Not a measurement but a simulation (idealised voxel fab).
The process module that follows is named voxel capacitor over wiring.
Section cut is 300 nm wide and gridded with 5 nm square cells.
A cross-section is a grid of square cells, given in bands from the top down. A band is one or more rows of cells.
A band entry consists of two parts. The first gives the height of the band's top and the height of its bottom, in nm. The rest lists the band's materials from left to right, each with its width in nm. A single material labelled with the word "everywhere" fills the band from edge to edge, and the word "empty" marks empty space.
Zero point of the height axis is 0; under it, received wafer = one material. Lowest band: continues down indefinitely, "0 and below".
You'd read "30->40" like this: the band's top row of cells is as wide as the first number, its bottom row is as wide as the second, and going down, every row changes width by the same amount as the row before did.
"nothing changed" (step): cross-section cells unchanged, all of them.
Entry "Entrapped void list". Content: empty spaces with no open connection to the top, size 8 cells or greater. Each: width x height at distance. Distance: from left edge. Unit: nm.
Heads up: the bit after the settings on a step's line is the simulator's remark on that step.
You can add "overlay nm" to a step's line. For a step with a mask, it describes how far the mask lay to the right of its planned position, and a negative number describes a lay to the left.

### Planned process steps
| 1 | RECEIVE [material Si] |
| 2 | CONFORMAL_DEP [material SiO2] [thk nm 15] |
| 3 | DIRECTIONAL_DEP [material TiN] [thk nm 5] |
| 4 | DIRECTIONAL_DEP [material Ru] [thk nm 20] |
| 5 | DIRECTIONAL_DEP [material aC] [thk nm 15] |
| 6 | PATTERN [tone cover] [mask id METAL_1] [material resist] [width nm 25] [pitch nm 90] [thk nm 35] [overlay nm 0] |
| 7 | DIRECTIONAL_ETCH [etch materials aC] [depth nm 15] |
| 8 | STRIP [etch materials resist] |
| 9 | DIRECTIONAL_ETCH [etch materials Ru] [depth nm 20] |
| 10 | DIRECTIONAL_ETCH [etch materials TiN] [depth nm 5] |
| 11 | STRIP [etch materials aC] |
| 12 | FILL_DEP [material lowk] [thk nm 10] |
| 13 | CMP [height nm 30] |
| 14 | CONFORMAL_DEP [material SiCN] [thk nm 5] |
| 15 | DIRECTIONAL_DEP [material lowk] [thk nm 20] |
| 16 | PATTERN [tone open] [mask id PLUG_1] [material resist] [width nm 15] [thk nm 20] [overlay nm 0] |
| 17 | DIRECTIONAL_ETCH [etch materials lowk] [depth nm 20] |
| 18 | DIRECTIONAL_ETCH [etch materials SiCN] [depth nm 5] |
| 19 | STRIP [etch materials resist] |
| 20 | CONFORMAL_DEP [material TiN] [thk nm 5] |
| 21 | FILL_DEP [material W] [thk nm 10] |
| 22 | CMP [height nm 65] |
| 23 | DIRECTIONAL_DEP [material TiN] [thk nm 5] |
| 24 | DIRECTIONAL_DEP [material Al2O3] [thk nm 5] |
| 25 | DIRECTIONAL_DEP [material TiN] [thk nm 10] |
| 26 | DIRECTIONAL_DEP [material aC] [thk nm 15] |
| 27 | PATTERN [tone cover] [mask id UPPER_PLATE] [material resist] [width nm 70] [thk nm 30] [overlay nm 0] |
| 28 | DIRECTIONAL_ETCH [etch materials aC] [depth nm 15] |
| 29 | STRIP [etch materials resist] |
| 30 | DIRECTIONAL_ETCH [etch materials TiN] [depth nm 10] |
| 31 | DIRECTIONAL_ETCH [etch materials Al2O3] [depth nm 5] |
| 32 | STRIP [etch materials aC] |
| 33 | MASKED_ETCH [tone cover] [mask id LOWER_PLATE] [width nm 80] [etch materials TiN] [depth nm 5] [overlay nm 0] |
| 34 | FILL_DEP [material SiO2] [thk nm 20] |
| 35 | CMP [height nm 100] |
| 36 | PATTERN [tone open] [mask id PLUG_2] [material resist] [width nm 15] [thk nm 20] [overlay nm 0] |
| 37 | DIRECTIONAL_ETCH [etch materials SiO2] [depth nm 15] |
| 38 | STRIP [etch materials resist] |
| 39 | CONFORMAL_DEP [material TiN] [thk nm 5] |
| 40 | FILL_DEP [material Ru] [thk nm 5] |
| 41 | CMP [height nm 100] |
| 42 | CONFORMAL_DEP [material SiN] [thk nm 5] |
All wafers enter the flow in the same state. The height nm at step 13 differs from wafer to wafer, and the plan gives the value for the first wafer.

### The first of several wafers, as received after step 1, seen in section
* 0 and below | Si everywhere
* Entrapped void list: none

### Every row in this table is a wafer at the end of the module, and it gives, for each of the materials, the cells that wafer has gained (+) or lost (-) since it was received, then its closed voids
height nm 30 | +14 Al2O3 | +22 Ru | +57 SiCN | +60 SiN | +533 SiO2 | +131 TiN | +65 W | +378 lowk | Entrapped void list: none
height nm 35 | +14 Al2O3 | +32 Ru | +57 SiCN | +60 SiN | +533 SiO2 | +131 TiN | +5 W | +428 lowk | Entrapped void list: none
height nm 40 | +14 Al2O3 | +42 Ru | +57 SiCN | +60 SiN | +533 SiO2 | +72 TiN | +4 W | +478 lowk | Entrapped void list: none
height nm 45 | +14 Al2O3 | +42 Ru | +57 SiCN | +60 SiN | +533 SiO2 | +70 TiN | +3 W | +481 lowk | Entrapped void list: none
height nm 50 | +14 Al2O3 | +42 Ru | +57 SiCN | +60 SiN | +533 SiO2 | +68 TiN | +2 W | +484 lowk | Entrapped void list: none
